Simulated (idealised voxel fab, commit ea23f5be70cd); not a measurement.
This section sets out a process module, namely voxel air gaps.
Each square cell in cross-section cut measures 5 nm, and the section as a whole is 195 nm wide.
Throughout this document, each cross-section is represented as a grid of square cells and is presented as a sequence of bands enumerated from the top downward, where a band comprises one or more rows of cells. Read a band's entry like this: the first values are the height of its top and the height of its bottom in nm, and what follows is the sequence of materials from left to right, each with its width in nm. Note that "air" is empty space, and that a single material marked "all across" reaches across the band from edge to edge. All heights in this document are referenced to 0, defined as the level beneath which the wafer, as received, consists entirely of one material. The lowest band is not bounded below; it extends indefinitely downward and is written in the form "0 nm and below". Width spec "30->40" -> top row of cells at first value, bottom row at second value, equal per-row change in between. "nothing altered" after a step means that no cell of the cross-section changed. "Unvented voids" - sealed voids, min. 8 cells, no opening to top; format: width x height at distance (distance from left edge; nm throughout). It should be noted that, on the line of a given step, the content following the step's settings is a remark produced by the simulator itself with respect to that step. overlay nm: for a step with a mask, the amount by which the mask lay right of where it was planned; a negative amount means left of it.
### Steps in the process plan
1) RECEIVE | material Si
2) CONFORMAL_DEP | material SiO2 | thk nm 15
3) CONFORMAL_DEP | material SiN | thk nm 5
4) DIRECTIONAL_DEP | material SiO2 | thk nm 40
5) DIRECTIONAL_DEP | material aC | thk nm 15
6) PATTERN | tone open | mask id LINES | material resist | width nm 15 | pitch nm 45 | thk nm 35 | overlay nm 0
7) DIRECTIONAL_ETCH | etch materials aC | depth nm 15
8) STRIP | etch materials resist
9) DIRECTIONAL_ETCH | etch materials SiO2 | depth nm 40
10) STRIP | etch materials aC
11) CONFORMAL_DEP | material TiN | thk nm 5
12) FILL_DEP | material W | thk nm 5
13) CMP | height nm 60
14) EPI | material Ru | thk nm 10
15) SELECTIVE_ETCH | etch materials SiO2 | depth nm 50
16) CONFORMAL_DEP | material SiN | thk nm 5
### So this is the incoming wafer in cross-section - it's already been through step 1
0 nm and below = Si all across
Unvented voids: none
### Cross-section: first of two wafers, module finished, run according to plan
75 nm to 70 nm = 30 air, then 135 SiN, then 30 air
70 nm to 60 nm = 30 air, then 5 SiN, then 35 Ru, then 10 SiN, then 35 Ru, then 10 SiN, then 35 Ru, then 5 SiN, then 30 air
60 nm to 55 nm = 30 air, then 15 SiN, then 5 TiN, then 5 W, then 5 TiN, then 30 SiN, then 5 TiN, then 5 W, then 5 TiN, then 30 SiN, then 5 TiN, then 5 W, then 5 TiN, then 15 SiN, then 30 air
55 nm to 25 nm = 40 air, then 5 SiN, then 5 TiN, then 5 W, then 5 TiN, then 5 SiN, then 20 air, then 5 SiN, then 5 TiN, then 5 W, then 5 TiN, then 5 SiN, then 20 air, then 5 SiN, then 5 TiN, then 5 W, then 5 TiN, then 5 SiN, then 40 air
25 nm to 20 nm = 45 SiN, then 15 TiN, then 30 SiN, then 15 TiN, then 30 SiN, then 15 TiN, then 45 SiN
20 nm to 15 nm = SiN all across
15 nm to 0 nm = SiO2 all across
0 nm and below = Si all across
Unvented voids: 20 x 30 at 65; 20 x 30 at 110
### Second wafer of the two, sectioned at the end of the module. It began like the first and followed the same plan, but one mistake was made while running it
75 nm to 70 nm = SiN all across
70 nm to 60 nm = Ru all across
60 nm to 55 nm = 50 TiN, then 5 W, then 40 TiN, then 5 W, then 40 TiN, then 5 W, then 50 TiN
55 nm to 20 nm = 45 SiO2, then 5 TiN, then 5 W, then 5 TiN, then 30 SiO2, then 5 TiN, then 5 W, then 5 TiN, then 30 SiO2, then 5 TiN, then 5 W, then 5 TiN, then 45 SiO2
20 nm to 15 nm = 45 SiO2, then 15 TiN, then 30 SiO2, then 15 TiN, then 30 SiO2, then 15 TiN, then 45 SiO2
15 nm to 0 nm = SiO2 all across
0 nm and below = Si all across
Unvented voids: none
Which mistake was made when the wafer was run? step 3 of the plan was excluded from execution and never run
Counted in cells at the end, the second wafer holds more or fewer of these materials than the first: Ru +36 | SiN -123 | SiO2 +240 | TiN +36 | W +3
Final count of closed voids per wafer: 2 in the first, 0 in the second.
